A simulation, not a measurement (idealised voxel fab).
The following process module bears the name voxel capacitor over wiring.
Section shown: cut. Width: 300 nm. Cell size: 5 nm, square.
This document writes a cross-section as a grid whose cells are square, and gives it as bands, listed from the top down; one or more rows of cells form a band.
In this notation a band is specified by the heights of its top and bottom, in that order and in nm, after which its materials appear from left to right, each paired with its width in nm. The word "edge to edge" attached to a single material means that material fills the band from edge to edge; the word "air" stands for empty space.
Heights are expressed relative to 0, this being the level below which the as-received wafer comprises one material exclusively. The lowest band is unbounded in the downward direction and is denoted as in "0 down".
Width spec "30..40" -> top row of cells at first value, bottom row at second value, equal per-row change in between.
You'll sometimes find "remained unchanged" written for a step, and that's the way of saying that nowhere in the cross-section did a cell change during that step.
"Voids lacking openings" enumerates empty spaces isolated from the top, with no open way to it, that contain at least 8 cells, giving each as width x height at distance from the left edge, all three in nm.
Note: text after step settings on the step line = simulator remark on that step.
overlay nm: mask right of planned place by this much (step with mask). Neg. = left.

-- Below is the list of planned process steps
- 1: RECEIVE with material Si
- 2: CONFORMAL_DEP with material SiO2, thk nm 15
- 3: CONFORMAL_DEP with material SiN, thk nm 5
- 4: DIRECTIONAL_DEP with material SiO2, thk nm 15
- 5: PATTERN with tone open, mask id METAL_1, material resist, width nm 25, pitch nm 85, thk nm 20, overlay nm 0
- 6: DIRECTIONAL_ETCH with etch materials SiO2, depth nm 15
- 7: DIRECTIONAL_ETCH with etch materials SiN, depth nm 5
- 8: STRIP with etch materials resist
- 9: CONFORMAL_DEP with material TiN, thk nm 5
- 10: FILL_DEP with material Cu, thk nm 5
- 11: CMP with height nm 35
- 12: EPI with material Ru, thk nm 5
- 13: FILL_DEP with material SiCN, thk nm 5
- 14: DIRECTIONAL_DEP with material SiO2, thk nm 20
- 15: PATTERN with tone open, mask id PLUG_1, material resist, width nm 15, thk nm 15, overlay nm 0
- 16: DIRECTIONAL_ETCH with etch materials SiO2, depth nm 20
- 17: DIRECTIONAL_ETCH with etch materials SiCN, depth nm 5
- 18: STRIP with etch materials resist
- 19: CONFORMAL_DEP with material TiN, thk nm 5
- 20: FILL_DEP with material W, thk nm 5
- 21: CMP with height nm 65
- 22: DIRECTIONAL_DEP with material TiN, thk nm 5
- 23: DIRECTIONAL_DEP with material SiN, thk nm 5
- 24: DIRECTIONAL_DEP with material TiN, thk nm 5
- 25: DIRECTIONAL_DEP with material aC, thk nm 15
- 26: PATTERN with tone cover, mask id UPPER_PLATE, material resist, width nm 65, thk nm 35, overlay nm 0
- 27: DIRECTIONAL_ETCH with etch materials aC, depth nm 15
- 28: STRIP with etch materials resist
- 29: DIRECTIONAL_ETCH with etch materials TiN, depth nm 5
- 30: DIRECTIONAL_ETCH with etch materials SiN, depth nm 5
- 31: STRIP with etch materials aC
- 32: MASKED_ETCH with tone cover, mask id LOWER_PLATE, width nm 75, etch materials TiN, depth nm 5, overlay nm 0
- 33: FILL_DEP with material SiO2, thk nm 20
- 34: CMP with height nm 95
- 35: PATTERN with tone open, mask id PLUG_2, material resist, width nm 15, thk nm 20, overlay nm 0
- 36: DIRECTIONAL_ETCH with etch materials SiO2, depth nm 15
- 37: STRIP with etch materials resist
- 38: CONFORMAL_DEP with material TiN, thk nm 5
- 39: FILL_DEP with material W, thk nm 5
- 40: CMP with height nm 95
- 41: CONFORMAL_DEP with material SiN, thk nm 5

-- The following pertains to the first of two wafers, which was processed as planned

-- Cross-section of the incoming wafer, state after step 1
0 down: Si edge to edge
Voids lacking openings: none

-- The wafer, seen in cross-section, after step 2
15 to 0: SiO2 edge to edge
Below 0, no change.

-- The wafer, seen in cross-section, after step 3
20 to 15: SiN edge to edge
Below 15, no change.

-- The wafer, seen in cross-section, after step 4
35 to 20: SiO2 edge to edge
Below 20, no change.

-- The wafer, seen in cross-section, after step 5
55 to 35: resist: 95, air: 25, resist: 60, air: 25, resist: 95
Below 35, no change.

-- The wafer, seen in cross-section, after step 6
55 to 35: resist: 95, air: 25, resist: 60, air: 25, resist: 95
35 to 20: SiO2: 95, air: 25, SiO2: 60, air: 25, SiO2: 95
Below 20, no change.

-- The wafer, seen in cross-section, after step 7
55 to 35: resist: 95, air: 25, resist: 60, air: 25, resist: 95
35 to 20: SiO2: 95, air: 25, SiO2: 60, air: 25, SiO2: 95
20 to 15: SiN: 95, air: 25, SiN: 60, air: 25, SiN: 95
Below 15, no change.

-- The wafer, seen in cross-section, after step 8
35 to 20: SiO2: 95, air: 25, SiO2: 60, air: 25, SiO2: 95
Below 20, no change.

-- The wafer, seen in cross-section, after step 9
40 to 35: TiN: 100, air: 15, TiN: 70, air: 15, TiN: 100
35 to 20: SiO2: 95, TiN: 5, air: 15, TiN: 5, SiO2: 60, TiN: 5, air: 15, TiN: 5, SiO2: 95
20 to 15: SiN: 95, TiN: 25, SiN: 60, TiN: 25, SiN: 95
Below 15, no change.

-- The wafer, seen in cross-section, after step 10
45 to 40: Cu edge to edge
40 to 35: TiN: 100, Cu: 15, TiN: 70, Cu: 15, TiN: 100
35 to 20: SiO2: 95, TiN: 5, Cu: 15, TiN: 5, SiO2: 60, TiN: 5, Cu: 15, TiN: 5, SiO2: 95
Below 20, no change.

-- The wafer, seen in cross-section, after step 11
35 to 20: SiO2: 95, TiN: 5, Cu: 15, TiN: 5, SiO2: 60, TiN: 5, Cu: 15, TiN: 5, SiO2: 95
Below 20, no change.

-- The wafer, seen in cross-section, after step 12
40 to 35: air: 90, Ru: 35, air: 50, Ru: 35, air: 90
Below 35, no change.

-- The wafer, seen in cross-section, after step 13
45 to 40: SiCN edge to edge
40 to 35: SiCN: 90, Ru: 35, SiCN: 50, Ru: 35, SiCN: 90
Below 35, no change.

-- The wafer, seen in cross-section, after step 14
65 to 45: SiO2 edge to edge
Below 45, no change.

-- The wafer, seen in cross-section, after step 15
80 to 65: resist: 105, air: 15, resist: 180
Below 65, no change.

-- The wafer, seen in cross-section, after step 16
80 to 65: resist: 105, air: 15, resist: 180
65 to 45: SiO2: 105, air: 15, SiO2: 180
Below 45, no change.

-- The wafer, seen in cross-section, after step 17
80 to 65: resist: 105, air: 15, resist: 180
65 to 45: SiO2: 105, air: 15, SiO2: 180
45 to 40: SiCN: 105, air: 15, SiCN: 180
Below 40, no change.

-- The wafer, seen in cross-section, after step 18
65 to 45: SiO2: 105, air: 15, SiO2: 180
Below 45, no change.

-- The wafer, seen in cross-section, after step 19
70 to 65: TiN: 110, air: 5, TiN: 185
65 to 45: SiO2: 105, TiN: 5, air: 5, TiN: 5, SiO2: 180
45 to 40: SiCN: 105, TiN: 15, SiCN: 180
Below 40, no change.

-- The wafer, seen in cross-section, after step 20
75 to 70: W edge to edge
70 to 65: TiN: 110, W: 5, TiN: 185
65 to 45: SiO2: 105, TiN: 5, W: 5, TiN: 5, SiO2: 180
Below 45, no change.

-- The wafer, seen in cross-section, after step 21
65 to 45: SiO2: 105, TiN: 5, W: 5, TiN: 5, SiO2: 180
Below 45, no change.

-- The wafer, seen in cross-section, after step 22
70 to 65: TiN edge to edge
Below 65, no change.

-- The wafer, seen in cross-section, after step 23
75 to 70: SiN edge to edge
Below 70, no change.

-- The wafer, seen in cross-section, after step 24
80 to 75: TiN edge to edge
Below 75, no change.

-- The wafer, seen in cross-section, after step 25
95 to 80: aC edge to edge
Below 80, no change.

-- The wafer, seen in cross-section, after step 26
130 to 95: air: 105, resist: 65, air: 130
Below 95, no change.

-- The wafer, seen in cross-section, after step 27
115 to 95: air: 105, resist: 65, air: 130
95 to 80: air: 105, aC: 65, air: 130
Below 80, no change.

-- The wafer, seen in cross-section, after step 28
95 to 80: air: 105, aC: 65, air: 130
Below 80, no change.

-- The wafer, seen in cross-section, after step 29
95 to 80: air: 105, aC: 65, air: 130
80 to 75: air: 105, TiN: 65, air: 130
Below 75, no change.

-- The wafer, seen in cross-section, after step 30
95 to 80: air: 105, aC: 65, air: 130
80 to 75: air: 105, TiN: 65, air: 130
75 to 70: air: 105, SiN: 65, air: 130
Below 70, no change.

-- The wafer, seen in cross-section, after step 31
80 to 75: air: 105, TiN: 65, air: 130
Below 75, no change.

-- The wafer, seen in cross-section, after step 32
80 to 75: air: 105, TiN: 65, air: 130
75 to 70: air: 105, SiN: 65, air: 130
70 to 65: air: 100, TiN: 75, air: 125
Below 65, no change.

-- The wafer, seen in cross-section, after step 33
100 to 80: SiO2 edge to edge
80 to 75: SiO2: 105, TiN: 65, SiO2: 130
75 to 70: SiO2: 105, SiN: 65, SiO2: 130
70 to 65: SiO2: 100, TiN: 75, SiO2: 125
Below 65, no change.

-- The wafer, seen in cross-section, after step 34
95 to 80: SiO2 edge to edge
Below 80, no change.

-- The wafer, seen in cross-section, after step 35
115 to 95: resist: 115, air: 15, resist: 170
Below 95, no change.

-- The wafer, seen in cross-section, after step 36
115 to 95: resist: 115, air: 15, resist: 170
95 to 80: SiO2: 115, air: 15, SiO2: 170
Below 80, no change.

-- The wafer, seen in cross-section, after step 37
95 to 80: SiO2: 115, air: 15, SiO2: 170
Below 80, no change.

-- The wafer, seen in cross-section, after step 38
100 to 95: TiN: 120, air: 5, TiN: 175
95 to 85: SiO2: 115, TiN: 5, air: 5, TiN: 5, SiO2: 170
85 to 75: SiO2: 115..105, TiN: 15..65, SiO2: 170..130
Below 75, no change.

-- The wafer, seen in cross-section, after step 39
105 to 100: W edge to edge
100 to 95: TiN: 120, W: 5, TiN: 175
95 to 85: SiO2: 115, TiN: 5, W: 5, TiN: 5, SiO2: 170
Below 85, no change.

-- The wafer, seen in cross-section, after step 40
95 to 85: SiO2: 115, TiN: 5, W: 5, TiN: 5, SiO2: 170
Below 85, no change.

-- The wafer, seen in cross-section, after step 41
100 to 95: SiN edge to edge
Below 95, no change.

-- Notes, second wafer: start = first wafer's, plan = first wafer's, execution had one mistake; history identical to first through step 14

-- Second wafer, cut view, end of step 15 per plan
80 to 65: resist: 105, air: 20, resist: 175
Below 65, no change.

-- Second wafer, cut view, end of step 16 per plan
80 to 65: resist: 105, air: 20, resist: 175
65 to 45: SiO2: 105, air: 20, SiO2: 175
Below 45, no change.

-- Second wafer, cut view, end of step 17 per plan
80 to 65: resist: 105, air: 20, resist: 175
65 to 45: SiO2: 105, air: 20, SiO2: 175
45 to 40: SiCN: 105, air: 20, SiCN: 175
Below 40, no change.

-- Second wafer, cut view, end of step 18 per plan
65 to 45: SiO2: 105, air: 20, SiO2: 175
Below 45, no change.

-- Second wafer, cut view, end of step 19 per plan
70 to 65: TiN: 110, air: 10, TiN: 180
65 to 45: SiO2: 105, TiN: 5, air: 10, TiN: 5, SiO2: 175
45 to 40: SiCN: 105, TiN: 20, SiCN: 175
Below 40, no change.

-- Second wafer, cut view, end of step 20 per plan
75 to 70: W edge to edge
70 to 65: TiN: 110, W: 10, TiN: 180
65 to 45: SiO2: 105, TiN: 5, W: 10, TiN: 5, SiO2: 175
Below 45, no change.

-- Second wafer, cut view, end of step 21 per plan
65 to 45: SiO2: 105, TiN: 5, W: 10, TiN: 5, SiO2: 175
Below 45, no change.

-- Second wafer, cut view, end of step 22 per plan
70 to 65: TiN edge to edge
Below 65, no change.

-- Second wafer, cut view, end of step 23 per plan
75 to 70: SiN edge to edge
Below 70, no change.

-- Second wafer, cut view, end of step 24 per plan
80 to 75: TiN edge to edge
Below 75, no change.

-- Second wafer, cut view, end of step 25 per plan
95 to 80: aC edge to edge
Below 80, no change.

-- Second wafer, cut view, end of step 26 per plan
130 to 95: air: 105, resist: 65, air: 130
Below 95, no change.

-- Second wafer, cut view, end of step 27 per plan
115 to 95: air: 105, resist: 65, air: 130
95 to 80: air: 105, aC: 65, air: 130
Below 80, no change.

-- Second wafer, cut view, end of step 28 per plan
95 to 80: air: 105, aC: 65, air: 130
Below 80, no change.

-- Second wafer, cut view, end of step 29 per plan
95 to 80: air: 105, aC: 65, air: 130
80 to 75: air: 105, TiN: 65, air: 130
Below 75, no change.

-- Second wafer, cut view, end of step 30 per plan
95 to 80: air: 105, aC: 65, air: 130
80 to 75: air: 105, TiN: 65, air: 130
75 to 70: air: 105, SiN: 65, air: 130
Below 70, no change.

-- Second wafer, cut view, end of step 31 per plan
80 to 75: air: 105, TiN: 65, air: 130
Below 75, no change.

-- Second wafer, cut view, end of step 32 per plan
80 to 75: air: 105, TiN: 65, air: 130
75 to 70: air: 105, SiN: 65, air: 130
70 to 65: air: 100, TiN: 75, air: 125
Below 65, no change.

-- Second wafer, cut view, end of step 33 per plan
100 to 80: SiO2 edge to edge
80 to 75: SiO2: 105, TiN: 65, SiO2: 130
75 to 70: SiO2: 105, SiN: 65, SiO2: 130
70 to 65: SiO2: 100, TiN: 75, SiO2: 125
Below 65, no change.

-- Second wafer, cut view, end of step 34 per plan
95 to 80: SiO2 edge to edge
Below 80, no change.

-- Second wafer, cut view, end of step 35 per plan
115 to 95: resist: 115, air: 15, resist: 170
Below 95, no change.

-- Second wafer, cut view, end of step 36 per plan
115 to 95: resist: 115, air: 15, resist: 170
95 to 80: SiO2: 115, air: 15, SiO2: 170
Below 80, no change.

-- Second wafer, cut view, end of step 37 per plan
95 to 80: SiO2: 115, air: 15, SiO2: 170
Below 80, no change.

-- Second wafer, cut view, end of step 38 per plan
100 to 95: TiN: 120, air: 5, TiN: 175
95 to 85: SiO2: 115, TiN: 5, air: 5, TiN: 5, SiO2: 170
85 to 75: SiO2: 115..105, TiN: 15..65, SiO2: 170..130
Below 75, no change.

-- Second wafer, cut view, end of step 39 per plan
105 to 100: W edge to edge
100 to 95: TiN: 120, W: 5, TiN: 175
95 to 85: SiO2: 115, TiN: 5, W: 5, TiN: 5, SiO2: 170
Below 85, no change.

-- Second wafer, cut view, end of step 40 per plan
95 to 85: SiO2: 115, TiN: 5, W: 5, TiN: 5, SiO2: 170
Below 85, no change.

-- Second wafer, cut view, end of step 41 per plan
100 to 95: SiN edge to edge
Below 95, no change.
what went wrong: rather than as planned, step 15 actually ran as PATTERN with tone open, mask id PLUG_1, material resist, width nm 20, thk nm 15, overlay nm 0
Wrapping up, a cell-based count of both wafers puts the second over or under the first for these materials: 1 fewer of SiCN; 4 fewer of SiO2; 1 more of TiN; 4 more of W
